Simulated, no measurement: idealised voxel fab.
This section sets out a process module, namely voxel ribs on slabs.
Each square cell in cross-section cut measures 5 nm, and the section as a whole is 155 nm wide.
Cross-section, as written here: a square-cell grid given band by band from the top down, where a band holds one or more rows of cells. A band entry consists of two parts. The first gives the height of the band's top and the height of its bottom, in nm. The rest lists the band's materials from left to right, each with its width in nm. A single material labelled with the word "throughout" fills the band from edge to edge, and the word "air" marks empty space. Where do heights start? At 0: under that level the wafer as delivered is made of one material only. And the lowest band has no floor; it just carries on downward, as in "0 down". Graded width ("30..40"): value in top row of band = first number; value in bottom row = second number; row-to-row change constant. "no alteration" (step): cross-section cells unchanged, all of them. Any empty space of 8 cells or more lacking an open way to the top shows up in "Trapped cavities" as width x height at distance, distance from the left edge, in nm. Note: text after step settings on the step line = simulator remark on that step. overlay nm: mask right of planned place by this much (step with mask). Neg. = left.

Steps planned for the process
1,RECEIVE, material Si
2,DIRECTIONAL_DEP, material SiO2, thk nm 20
3,DIRECTIONAL_DEP, material SiN, thk nm 20
4,PATTERN, tone cover, mask id RIB, material resist, width nm 15, thk nm 15, overlay nm 0
5,DIRECTIONAL_ETCH, etch materials SiN, depth nm 10
6,STRIP, etch materials resist
7,MASKED_ETCH, tone cover, mask id SLAB, width nm 75, etch materials SiN, depth nm 10, overlay nm 0
8,FILL_DEP, material SiO2, thk nm 25
9,CMP, height nm 60
10,DIRECTIONAL_DEP, material TiN, thk nm 5
11,PATTERN, tone cover, mask id HEATER, material resist, width nm 25, thk nm 20, overlay nm 0
12,DIRECTIONAL_ETCH, etch materials TiN, depth nm 5
13,STRIP, etch materials resist
14,CONFORMAL_DEP, material SiN, thk nm 10

So this is the incoming wafer in cross-section - it's already been through step 1
- 0 down | Si throughout
- Trapped cavities: none

Cross-section: first of two wafers, module finished, run according to plan
- 75 to 70 | air 55 | SiN 45 | air 55
- 70 to 65 | SiN throughout
- 65 to 60 | SiN 65 | TiN 25 | SiN 65
- 60 to 40 | SiO2 throughout
- 40 to 30 | SiO2 70 | SiN 15 | SiO2 70
- 30 to 20 | SiO2 40 | SiN 75 | SiO2 40
- 20 to 0 | SiO2 throughout
- 0 down | Si throughout
- Trapped cavities: none

Second wafer cross-section at end of module - shared start and plan with the first, one mistake in the run
- 75 to 70 | air 55 | SiN 45 | air 55
- 70 to 65 | SiN throughout
- 65 to 60 | SiN 65 | TiN 25 | SiN 65
- 60 to 40 | SiO2 throughout
- 40 to 30 | SiO2 40 | SiN 30 | SiO2 15 | SiN 30 | SiO2 40
- 30 to 20 | SiN throughout
- 20 to 0 | SiO2 throughout
- 0 down | Si throughout
- Trapped cavities: none
Heads up, the wafer didn't run the way we planned it: step 4 went in with a setting other than planned; the actual run was PATTERN, tone open, mask id RIB, material resist, width nm 15, thk nm 15, overlay nm 0
Wrapping up, a cell-based count of both wafers puts the second over or under the first for these materials: SiN +50; SiO2 -50
